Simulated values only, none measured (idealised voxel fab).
The following is a process module called voxel transistor to metal.
The cross-section shown here is cut; it is 180 nm wide and divided into square cells measuring 5 nm on a side.
Square cells in a grid make up a cross-section in this document, and the grid is given as bands, listed from the top down, each one or more rows of cells.
In this notation a band is specified by the heights of its top and bottom, in that order and in nm, after which its materials appear from left to right, each paired with its width in nm. The word "throughout" attached to a single material means that material fills the band from edge to edge; the word "blank" stands for empty space.
The level at which height equals 0 is the one under which the wafer, as it arrives, is entirely one material. No lower edge exists for the bottom band, which continues downward and is notated as in "0 down".
Per-row width for "30..40": begins at first number (top row of band), ends at second number (bottom row), increment between rows held constant.
What does "stayed the same" mean for a step? It means no cell of the cross-section changed in that step.
Voids, sealed: empty space of 8 cells or more with no open way to the top, each as width x height at its distance from the left edge, in nm
Post-settings text on a step line: simulator's own remark regarding the step.
overlay nm: step with mask; distance mask lay right of planned place; negative value = left of planned place.
-- So here's the lineup of process steps we planned
| 1 | RECEIVE [material Si] |
| 2 | CONFORMAL_DEP [material SiO2] [thk nm 5] |
| 3 | CONFORMAL_DEP [material SiN] [thk nm 10] |
| 4 | MASKED_ETCH [tone cover] [mask id ACTIVE] [width nm 110] [etch materials SiN] [depth nm 10] [overlay nm 0] |
| 5 | MASKED_ETCH [tone cover] [mask id ACTIVE] [width nm 110] [etch materials SiO2] [depth nm 5] [overlay nm 0] |
| 6 | MASKED_ETCH [tone cover] [mask id ACTIVE] [width nm 110] [etch materials Si] [depth nm 20] [overlay nm 0] |
| 7 | OXIDIZE [depth nm 5] |
| 8 | FILL_DEP [material SiO2] [thk nm 10] |
| 9 | CMP [height nm 15] |
| 10 | SELECTIVE_ETCH [etch materials SiO2] [depth nm 10] |
| 11 | STRIP [etch materials SiN] |
| 12 | SELECTIVE_ETCH [etch materials SiO2] [depth nm 5] |
| 13 | OXIDIZE [depth nm 5] |
| 14 | DIRECTIONAL_DEP [material polySi] [thk nm 30] |
| 15 | DIRECTIONAL_DEP [material SiCN] [thk nm 10] |
| 16 | MASKED_ETCH [tone cover] [mask id GATE] [width nm 20] [etch materials SiCN] [depth nm 20] [overlay nm 0] |
| 17 | MASKED_ETCH [tone cover] [mask id GATE] [width nm 20] [etch materials polySi] [depth nm 40] [overlay nm 0] |
| 18 | CONFORMAL_DEP [material SiN] [thk nm 5] |
| 19 | DIRECTIONAL_ETCH [etch materials SiN] [depth nm 5] |
| 20 | DIRECTIONAL_ETCH [etch materials SiO2] [depth nm 5] |
| 21 | DIRECTIONAL_ETCH [etch materials Si] [depth nm 5] |
| 22 | EPI [material pSi] [thk nm 5] |
| 23 | FILL_DEP [material SiO2] [thk nm 10] |
| 24 | CMP [height nm 40] |
| 25 | DIRECTIONAL_DEP [material SiO2] [thk nm 10] |
| 26 | MASKED_ETCH [tone open] [mask id CONTACT] [width nm 30] [pitch nm 60] [etch materials SiO2] [depth nm 55] [overlay nm 0] |
| 27 | CONFORMAL_DEP [material TiN] [thk nm 5] |
| 28 | FILL_DEP [material Ru] [thk nm 5] |
| 29 | CMP [height nm 50] |
| 30 | CONFORMAL_DEP [material SiCN] [thk nm 5] |
| 31 | DIRECTIONAL_DEP [material SiO2] [thk nm 20] |
| 32 | PATTERN [tone open] [mask id METAL_1] [material resist] [width nm 15] [pitch nm 75] [thk nm 15] [overlay nm 0] |
| 33 | DIRECTIONAL_ETCH [etch materials SiO2] [depth nm 20] |
| 34 | DIRECTIONAL_ETCH [etch materials SiCN] [depth nm 5] |
| 35 | STRIP [etch materials resist] |
| 36 | CONFORMAL_DEP [material TiN] [thk nm 5] |
| 37 | FILL_DEP [material Cu] [thk nm 5] |
| 38 | CMP [height nm 75] |
| 39 | CONFORMAL_DEP [material SiCN] [thk nm 5] |
| 40 | DIRECTIONAL_DEP [material SiO2] [thk nm 35] |
| 41 | PATTERN [tone open] [mask id METAL_2] [material resist] [width nm 15] [pitch nm 75] [thk nm 15] [overlay nm 0] |
| 42 | DIRECTIONAL_ETCH [etch materials SiO2] [depth nm 20] |
| 43 | STRIP [etch materials resist] |
| 44 | DIRECTIONAL_DEP [material aC] [thk nm 15] |
| 45 | PATTERN [tone open] [mask id METAL_2_HOLES] [material resist] [width nm 15] [pitch nm 75] [thk nm 30] [overlay nm 0] |
| 46 | DIRECTIONAL_ETCH [etch materials aC] [depth nm 15] |
| 47 | STRIP [etch materials resist] |
| 48 | DIRECTIONAL_ETCH [etch materials SiO2] [depth nm 15] |
| 49 | DIRECTIONAL_ETCH [etch materials SiCN] [depth nm 5] |
| 50 | STRIP [etch materials aC] |
| 51 | CONFORMAL_DEP [material TiN] [thk nm 5] |
| 52 | FILL_DEP [material Ru] [thk nm 5] |
| 53 | CMP [height nm 115] |
| 54 | CONFORMAL_DEP [material SiN] [thk nm 5] |
Quick note for whoever runs this: the wafers start identical, but the width nm at step 45 isn't the same across them. The plan just shows what the first wafer had.
-- Incoming state of the first of several wafers in cross-section: after step 1
> 0 down: Si throughout
> Voids, sealed: none
-- Here is how to read the rows: every wafer has a row, and it shows the wafer at the end of the module, giving for each material how many cells were gained (+) or lost (-) since the wafer was received, then listing its closed voids
width nm 15; +8 Cu; +92 Ru; -114 Si; +68 SiCN; +52 SiN; +610 SiO2; +108 TiN; +16 pSi; +24 polySi; Voids, sealed: none
width nm 20; +8 Cu; +96 Ru; -114 Si; +68 SiCN; +52 SiN; +604 SiO2; +110 TiN; +16 pSi; +24 polySi; Voids, sealed: none
width nm 25; +8 Cu; +100 Ru; -114 Si; +68 SiCN; +52 SiN; +598 SiO2; +112 TiN; +16 pSi; +24 polySi; Voids, sealed: none
width nm 30; +8 Cu; +104 Ru; -114 Si; +68 SiCN; +52 SiN; +592 SiO2; +114 TiN; +16 pSi; +24 polySi; Voids, sealed: none
